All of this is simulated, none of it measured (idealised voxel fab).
The process module presented herein is designated voxel self aligned vias.
The cross-section on display is named cut; it measures 270 nm wide, and its cells are 5 nm squares.
When this document writes out a cross-section, it uses a grid of square cells and lists it as bands, beginning at the top and moving down, with a band standing for one or more rows of cells.
It is stipulated that each band's entry specify, in nanometres, the height of the top of the band and then that of its bottom, followed by the materials of the band in left-to-right sequence, each together with its width in nanometres. A single material marked by the word "all across" is understood to fill the band from edge to edge; the word "empty" is understood to denote empty space.
Note: height 0 marks the level under which the wafer is uniformly one material as received. Lowest band unbounded below, written "0 -> down".
Width: "30 to 40" (first number = top row, second number = bottom row, same change from row to row of cells).
"same as before" means the step left every cell of the cross-section as it was.
Empty spaces without an open route to the top, at least 8 cells in extent, make up the entry "Fully sealed cavities"; each is given as width x height at distance, where the distance is measured from the left edge, and all are in nm.
On each step's line, the part that comes after the settings is the simulator's own comment on the step.
A step line may carry the setting "overlay nm", which, for steps involving a mask, states the distance by which the mask lay to the right of its intended position; negative values denote displacement to the left.

[Steps in the process plan]
1,RECEIVE (material Si)
2,CONFORMAL_DEP (material SiO2; thk nm 15)
3,CONFORMAL_DEP (material SiCN; thk nm 5)
4,DIRECTIONAL_DEP (material lowk; thk nm 30)
5,MASKED_ETCH (tone open; mask id LINES; width nm 25; pitch nm 75; etch materials lowk; depth nm 30; overlay nm 0)
6,CONFORMAL_DEP (material TiN; thk nm 5)
7,FILL_DEP (material W; thk nm 10)
8,CMP (height nm 50)
9,SELECTIVE_ETCH (etch materials W Ru TiN; depth nm 5)
10,FILL_DEP (material SiN; thk nm 5)
11,CMP (height nm 50)
12,DIRECTIONAL_DEP (material lowk; thk nm 15)
13,MASKED_ETCH (tone open; mask id VIAS; width nm 45; pitch nm 75; etch materials lowk; depth nm 15; overlay nm 0)
14,MASKED_ETCH (tone open; mask id VIAS; width nm 45; pitch nm 75; etch materials SiN; depth nm 5; overlay nm 0)
15,CONFORMAL_DEP (material TiN; thk nm 5)
16,FILL_DEP (material Cu; thk nm 10)
17,CMP (height nm 65)
18,CONFORMAL_DEP (material SiN; thk nm 5)

[The first of a set of two wafers, run to plan]

[So this is the incoming wafer in cross-section - it's already been through step 1]
	0 -> down  Si all across
	Fully sealed cavities: none

[Cross-section of the wafer subsequent to step 2]
	15 -> 0  SiO2 all across
	Everything under 0 stays put, no change at all.

[Cross-section of the wafer subsequent to step 3]
	20 -> 15  SiCN all across
	Everything under 15 stays put, no change at all.

[Cross-section of the wafer subsequent to step 4]
	50 -> 20  lowk all across
	Everything under 20 stays put, no change at all.

[Cross-section of the wafer subsequent to step 5]
	50 -> 20  lowk 45; empty 25; lowk 50; empty 25; lowk 50; empty 25; lowk 50
	Everything under 20 stays put, no change at all.

[Cross-section of the wafer subsequent to step 6]
	55 -> 50  TiN 50; empty 15; TiN 60; empty 15; TiN 60; empty 15; TiN 55
	50 -> 25  lowk 45; TiN 5; empty 15; TiN 5; lowk 50; TiN 5; empty 15; TiN 5; lowk 50; TiN 5; empty 15; TiN 5; lowk 50
	25 -> 20  lowk 45; TiN 25; lowk 50; TiN 25; lowk 50; TiN 25; lowk 50
	Everything under 20 stays put, no change at all.

[Cross-section of the wafer subsequent to step 7]
	65 -> 55  W all across
	55 -> 50  TiN 50; W 15; TiN 60; W 15; TiN 60; W 15; TiN 55
	50 -> 25  lowk 45; TiN 5; W 15; TiN 5; lowk 50; TiN 5; W 15; TiN 5; lowk 50; TiN 5; W 15; TiN 5; lowk 50
	Everything under 25 stays put, no change at all.

[Cross-section of the wafer subsequent to step 8]
	50 -> 25  lowk 45; TiN 5; W 15; TiN 5; lowk 50; TiN 5; W 15; TiN 5; lowk 50; TiN 5; W 15; TiN 5; lowk 50
	Everything under 25 stays put, no change at all.

[Cross-section of the wafer subsequent to step 9]
	50 -> 45  lowk 45; empty 25; lowk 50; empty 25; lowk 50; empty 25; lowk 50
	Everything under 45 stays put, no change at all.

[Cross-section of the wafer subsequent to step 10]
	55 -> 50  SiN all across
	50 -> 45  lowk 45; SiN 25; lowk 50; SiN 25; lowk 50; SiN 25; lowk 50
	Everything under 45 stays put, no change at all.

[Cross-section of the wafer subsequent to step 11]
	50 -> 45  lowk 45; SiN 25; lowk 50; SiN 25; lowk 50; SiN 25; lowk 50
	Everything under 45 stays put, no change at all.

[Cross-section of the wafer subsequent to step 12]
	65 -> 50  lowk all across
	Everything under 50 stays put, no change at all.

[Cross-section of the wafer subsequent to step 13]
	65 -> 50  lowk 35; empty 45; lowk 30; empty 45; lowk 30; empty 45; lowk 40
	Everything under 50 stays put, no change at all.

[Cross-section of the wafer subsequent to step 14]
	65 -> 50  lowk 35; empty 45; lowk 30; empty 45; lowk 30; empty 45; lowk 40
	50 -> 45  lowk 45; empty 25; lowk 50; empty 25; lowk 50; empty 25; lowk 50
	Everything under 45 stays put, no change at all.

[Cross-section of the wafer subsequent to step 15]
	70 -> 65  TiN 40; empty 35; TiN 40; empty 35; TiN 40; empty 35; TiN 45
	65 -> 55  lowk 35; TiN 5; empty 35; TiN 5; lowk 30; TiN 5; empty 35; TiN 5; lowk 30; TiN 5; empty 35; TiN 5; lowk 40
	55 -> 50  lowk 35; TiN 15; empty 15; TiN 15; lowk 30; TiN 15; empty 15; TiN 15; lowk 30; TiN 15; empty 15; TiN 15; lowk 40
	50 -> 45  lowk 45; TiN 25; lowk 50; TiN 25; lowk 50; TiN 25; lowk 50
	Everything under 45 stays put, no change at all.

[Cross-section of the wafer subsequent to step 16]
	80 -> 70  Cu all across
	70 -> 65  TiN 40; Cu 35; TiN 40; Cu 35; TiN 40; Cu 35; TiN 45
	65 -> 55  lowk 35; TiN 5; Cu 35; TiN 5; lowk 30; TiN 5; Cu 35; TiN 5; lowk 30; TiN 5; Cu 35; TiN 5; lowk 40
	55 -> 50  lowk 35; TiN 15; Cu 15; TiN 15; lowk 30; TiN 15; Cu 15; TiN 15; lowk 30; TiN 15; Cu 15; TiN 15; lowk 40
	Everything under 50 stays put, no change at all.

[Cross-section of the wafer subsequent to step 17]
	65 -> 55  lowk 35; TiN 5; Cu 35; TiN 5; lowk 30; TiN 5; Cu 35; TiN 5; lowk 30; TiN 5; Cu 35; TiN 5; lowk 40
	Everything under 55 stays put, no change at all.

[Cross-section of the wafer subsequent to step 18]
	70 -> 65  SiN all across
	Everything under 65 stays put, no change at all.

[Wafer two: like wafer one in start and plan, but with one mistake in execution; identical up to and including step 2]

Planned end of step 3: second wafer, cross-section: same as before

[Planned end of step 4: second wafer, cross-section]
	45 -> 15  lowk all across
	Everything under 15 stays put, no change at all.

[Planned end of step 5: second wafer, cross-section]
	45 -> 15  lowk 45; empty 25; lowk 50; empty 25; lowk 50; empty 25; lowk 50
	Everything under 15 stays put, no change at all.

[Planned end of step 6: second wafer, cross-section]
	50 -> 45  TiN 50; empty 15; TiN 60; empty 15; TiN 60; empty 15; TiN 55
	45 -> 20  lowk 45; TiN 5; empty 15; TiN 5; lowk 50; TiN 5; empty 15; TiN 5; lowk 50; TiN 5; empty 15; TiN 5; lowk 50
	20 -> 15  lowk 45; TiN 25; lowk 50; TiN 25; lowk 50; TiN 25; lowk 50
	Everything under 15 stays put, no change at all.

[Planned end of step 7: second wafer, cross-section]
	60 -> 50  W all across
	50 -> 45  TiN 50; W 15; TiN 60; W 15; TiN 60; W 15; TiN 55
	45 -> 20  lowk 45; TiN 5; W 15; TiN 5; lowk 50; TiN 5; W 15; TiN 5; lowk 50; TiN 5; W 15; TiN 5; lowk 50
	Everything under 20 stays put, no change at all.

[Planned end of step 8: second wafer, cross-section]
	50 -> 45  TiN 50; W 15; TiN 60; W 15; TiN 60; W 15; TiN 55
	Everything under 45 stays put, no change at all.

[Planned end of step 9: second wafer, cross-section]
	45 -> 20  lowk 45; TiN 5; W 15; TiN 5; lowk 50; TiN 5; W 15; TiN 5; lowk 50; TiN 5; W 15; TiN 5; lowk 50
	Everything under 20 stays put, no change at all.

[Planned end of step 10: second wafer, cross-section]
	50 -> 45  SiN all across
	Everything under 45 stays put, no change at all.

Planned end of step 11: second wafer, cross-section: same as before

[Planned end of step 12: second wafer, cross-section]
	65 -> 50  lowk all across
	Everything under 50 stays put, no change at all.

[Planned end of step 13: second wafer, cross-section]
	65 -> 50  lowk 35; empty 45; lowk 30; empty 45; lowk 30; empty 45; lowk 40
	Everything under 50 stays put, no change at all.

[Planned end of step 14: second wafer, cross-section]
	65 -> 50  lowk 35; empty 45; lowk 30; empty 45; lowk 30; empty 45; lowk 40
	50 -> 45  SiN 35; empty 45; SiN 30; empty 45; SiN 30; empty 45; SiN 40
	Everything under 45 stays put, no change at all.

[Planned end of step 15: second wafer, cross-section]
	70 -> 65  TiN 40; empty 35; TiN 40; empty 35; TiN 40; empty 35; TiN 45
	65 -> 50  lowk 35; TiN 5; empty 35; TiN 5; lowk 30; TiN 5; empty 35; TiN 5; lowk 30; TiN 5; empty 35; TiN 5; lowk 40
	50 -> 45  SiN 35; TiN 45; SiN 30; TiN 45; SiN 30; TiN 45; SiN 40
	Everything under 45 stays put, no change at all.

[Planned end of step 16: second wafer, cross-section]
	80 -> 70  Cu all across
	70 -> 65  TiN 40; Cu 35; TiN 40; Cu 35; TiN 40; Cu 35; TiN 45
	65 -> 50  lowk 35; TiN 5; Cu 35; TiN 5; lowk 30; TiN 5; Cu 35; TiN 5; lowk 30; TiN 5; Cu 35; TiN 5; lowk 40
	Everything under 50 stays put, no change at all.

[Planned end of step 17: second wafer, cross-section]
	65 -> 50  lowk 35; TiN 5; Cu 35; TiN 5; lowk 30; TiN 5; Cu 35; TiN 5; lowk 30; TiN 5; Cu 35; TiN 5; lowk 40
	Everything under 50 stays put, no change at all.

[Planned end of step 18: second wafer, cross-section]
	70 -> 65  SiN all across
	Everything under 65 stays put, no change at all.
Misprocessing identified: step 3 was dropped from the plan's execution and never run
Final comparison by cell count, materials where the second wafer has more or fewer than the first: 12 more of Cu, 54 fewer of SiCN, 27 more of SiN, 6 more of TiN, 9 more of W
